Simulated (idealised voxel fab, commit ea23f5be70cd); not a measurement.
The process module presented herein is designated voxel self aligned vias.
This is section cut - it's 280 nm across, gridded in 5 nm square cells.
Bands, listed from the top down, are how a cross-section gets written in this document; the cross-section itself is a grid of square cells, and a band is one or more rows of them. Heads up on the band format: heights come first, top then bottom, in nm. After that it's the materials left to right, each with its width in nm. A single material flagged "full width" fills the whole band edge to edge, and "empty" means there's empty space there. Note: height 0 marks the level under which the wafer is uniformly one material as received. Lowest band unbounded below, written "0..down". With a width like "30..40", each row of cells in the band differs from the next by the same amount, the top row carrying the first number and the bottom row the second. Any step labelled "left unchanged" changed none of the cells in the cross-section. In the "Enclosed void inventory" entry, you get each enclosed empty space of 8 cells or more, one with no open way to the top, written width x height at distance, distance from the left edge, in nm. Formally, on a step line, whatever follows the settings is a remark that the simulator itself makes on the step. overlay nm: where the mask lay relative to plan, measured to the right, on steps with a mask; negatives go left.
-- The following list gives the planned process steps
- 1: RECEIVE (material Si)
- 2: CONFORMAL_DEP (material SiO2; thk nm 10)
- 3: CONFORMAL_DEP (material SiCN; thk nm 5)
- 4: DIRECTIONAL_DEP (material SiO2; thk nm 25)
- 5: PATTERN (tone open; mask id LINES; material resist; width nm 25; pitch nm 60; thk nm 20; overlay nm 0)
- 6: DIRECTIONAL_ETCH (etch materials SiO2; depth nm 25)
- 7: STRIP (etch materials resist)
- 8: CONFORMAL_DEP (material TiN; thk nm 5)
- 9: FILL_DEP (material Ru; thk nm 10)
- 10: CMP (height nm 40)
- 11: SELECTIVE_ETCH (etch materials W Ru TiN; depth nm 10)
- 12: FILL_DEP (material SiN; thk nm 5)
- 13: CMP (height nm 40)
- 14: DIRECTIONAL_DEP (material SiO2; thk nm 20)
- 15: MASKED_ETCH (tone open; mask id VIAS; width nm 35; pitch nm 60; etch materials SiO2; depth nm 20; overlay nm 0)
- 16: MASKED_ETCH (tone open; mask id VIAS; width nm 35; pitch nm 60; etch materials SiN; depth nm 10; overlay nm 0)
- 17: CONFORMAL_DEP (material TiN; thk nm 5)
- 18: FILL_DEP (material Ru; thk nm 5)
- 19: CMP (height nm 60)
- 20: CONFORMAL_DEP (material SiCN; thk nm 5)
-- The first wafer of two, processed as planned
-- Cross-section: wafer on arrival = after step 1
> 0..down = Si full width
> Enclosed void inventory: none
-- You're looking at a cross-section of the wafer after step 2
> 10..0 = SiO2 full width
> Heights below 0 show no change.
-- You're looking at a cross-section of the wafer after step 3
> 15..10 = SiCN full width
> Heights below 10 show no change.
-- You're looking at a cross-section of the wafer after step 4
> 40..15 = SiO2 full width
> Heights below 15 show no change.
-- You're looking at a cross-section of the wafer after step 5
> 60..40 = resist (95), empty (25), resist (35), empty (25), resist (100)
> Heights below 40 show no change.
-- You're looking at a cross-section of the wafer after step 6
> 60..40 = resist (95), empty (25), resist (35), empty (25), resist (100)
> 40..15 = SiO2 (95), empty (25), SiO2 (35), empty (25), SiO2 (100)
> Heights below 15 show no change.
-- You're looking at a cross-section of the wafer after step 7
> 40..15 = SiO2 (95), empty (25), SiO2 (35), empty (25), SiO2 (100)
> Heights below 15 show no change.
-- You're looking at a cross-section of the wafer after step 8
> 45..40 = TiN (100), empty (15), TiN (45), empty (15), TiN (105)
> 40..20 = SiO2 (95), TiN (5), empty (15), TiN (5), SiO2 (35), TiN (5), empty (15), TiN (5), SiO2 (100)
> 20..15 = SiO2 (95), TiN (25), SiO2 (35), TiN (25), SiO2 (100)
> Heights below 15 show no change.
-- You're looking at a cross-section of the wafer after step 9
> 55..45 = Ru full width
> 45..40 = TiN (100), Ru (15), TiN (45), Ru (15), TiN (105)
> 40..20 = SiO2 (95), TiN (5), Ru (15), TiN (5), SiO2 (35), TiN (5), Ru (15), TiN (5), SiO2 (100)
> Heights below 20 show no change.
-- You're looking at a cross-section of the wafer after step 10
> 40..20 = SiO2 (95), TiN (5), Ru (15), TiN (5), SiO2 (35), TiN (5), Ru (15), TiN (5), SiO2 (100)
> Heights below 20 show no change.
-- You're looking at a cross-section of the wafer after step 11
> 40..30 = SiO2 (95), empty (25), SiO2 (35), empty (25), SiO2 (100)
> Heights below 30 show no change.
-- You're looking at a cross-section of the wafer after step 12
> 45..40 = SiN full width
> 40..30 = SiO2 (95), SiN (25), SiO2 (35), SiN (25), SiO2 (100)
> Heights below 30 show no change.
-- You're looking at a cross-section of the wafer after step 13
> 40..30 = SiO2 (95), SiN (25), SiO2 (35), SiN (25), SiO2 (100)
> Heights below 30 show no change.
-- You're looking at a cross-section of the wafer after step 14
> 60..40 = SiO2 full width
> Heights below 40 show no change.
-- You're looking at a cross-section of the wafer after step 15
> 60..40 = SiO2 (90), empty (35), SiO2 (25), empty (35), SiO2 (95)
> Heights below 40 show no change.
-- You're looking at a cross-section of the wafer after step 16
> 60..40 = SiO2 (90), empty (35), SiO2 (25), empty (35), SiO2 (95)
> 40..30 = SiO2 (95), empty (25), SiO2 (35), empty (25), SiO2 (100)
> Heights below 30 show no change.
-- You're looking at a cross-section of the wafer after step 17
> 65..60 = TiN (95), empty (25), TiN (35), empty (25), TiN (100)
> 60..45 = SiO2 (90), TiN (5), empty (25), TiN (5), SiO2 (25), TiN (5), empty (25), TiN (5), SiO2 (95)
> 45..35 = SiO2 (90..95), TiN (10..5), empty (15), TiN (10..5), SiO2 (25..35), TiN (10..5), empty (15), TiN (10..5), SiO2 (95..100)
> 35..30 = SiO2 (95), TiN (25), SiO2 (35), TiN (25), SiO2 (100)
> Heights below 30 show no change.
-- You're looking at a cross-section of the wafer after step 18
> 70..65 = Ru full width
> 65..60 = TiN (95), Ru (25), TiN (35), Ru (25), TiN (100)
> 60..45 = SiO2 (90), TiN (5), Ru (25), TiN (5), SiO2 (25), TiN (5), Ru (25), TiN (5), SiO2 (95)
> 45..35 = SiO2 (90..95), TiN (10..5), Ru (15), TiN (10..5), SiO2 (25..35), TiN (10..5), Ru (15), TiN (10..5), SiO2 (95..100)
> Heights below 35 show no change.
-- You're looking at a cross-section of the wafer after step 19
> 60..45 = SiO2 (90), TiN (5), Ru (25), TiN (5), SiO2 (25), TiN (5), Ru (25), TiN (5), SiO2 (95)
> Heights below 45 show no change.
-- You're looking at a cross-section of the wafer after step 20
> 65..60 = SiCN full width
> Heights below 60 show no change.
-- Here the second wafer is described. Its start and its plan were those of the first wafer. Its run contained one mistake. Up to and including step 14, it did exactly what the first wafer did
-- Here is the second wafer in cross-section at the point where step 15 of the plan should have been done
> 60..40 = SiO2 (90), empty (35), SiO2 (25), empty (35), SiO2 (95)
> 40..30 = SiO2 (90), empty (5), SiN (25), empty (5), SiO2 (25), empty (5), SiN (25), empty (5), SiO2 (95)
> 30..20 = SiO2 (90), empty (5), TiN (5), Ru (15), TiN (5), empty (5), SiO2 (25), empty (5), TiN (5), Ru (15), TiN (5), empty (5), SiO2 (95)
> Heights below 20 show no change.
-- Here is the second wafer in cross-section at the point where step 16 of the plan should have been done
> 60..30 = SiO2 (90), empty (35), SiO2 (25), empty (35), SiO2 (95)
> Heights below 30 show no change.
-- Here is the second wafer in cross-section at the point where step 17 of the plan should have been done
> 65..60 = TiN (95), empty (25), TiN (35), empty (25), TiN (100)
> 60..35 = SiO2 (90), TiN (5), empty (25), TiN (5), SiO2 (25), TiN (5), empty (25), TiN (5), SiO2 (95)
> 35..30 = SiO2 (90), TiN (35), SiO2 (25), TiN (35), SiO2 (95)
> 30..20 = SiO2 (90), TiN (10), Ru (15), TiN (10), SiO2 (25), TiN (10), Ru (15), TiN (10), SiO2 (95)
> Heights below 20 show no change.
-- Here is the second wafer in cross-section at the point where step 18 of the plan should have been done
> 70..65 = Ru full width
> 65..60 = TiN (95), Ru (25), TiN (35), Ru (25), TiN (100)
> 60..35 = SiO2 (90), TiN (5), Ru (25), TiN (5), SiO2 (25), TiN (5), Ru (25), TiN (5), SiO2 (95)
> Heights below 35 show no change.
-- Here is the second wafer in cross-section at the point where step 19 of the plan should have been done
> 60..35 = SiO2 (90), TiN (5), Ru (25), TiN (5), SiO2 (25), TiN (5), Ru (25), TiN (5), SiO2 (95)
> Heights below 35 show no change.
-- Here is the second wafer in cross-section at the point where step 20 of the plan should have been done
> 65..60 = SiCN full width
> Heights below 60 show no change.
Where did the run depart from the plan? step 15 of the plan was carried out twice
Cell-count delta at end, second wafer over first, by material: +8 Ru | -16 SiO2 | +8 TiN
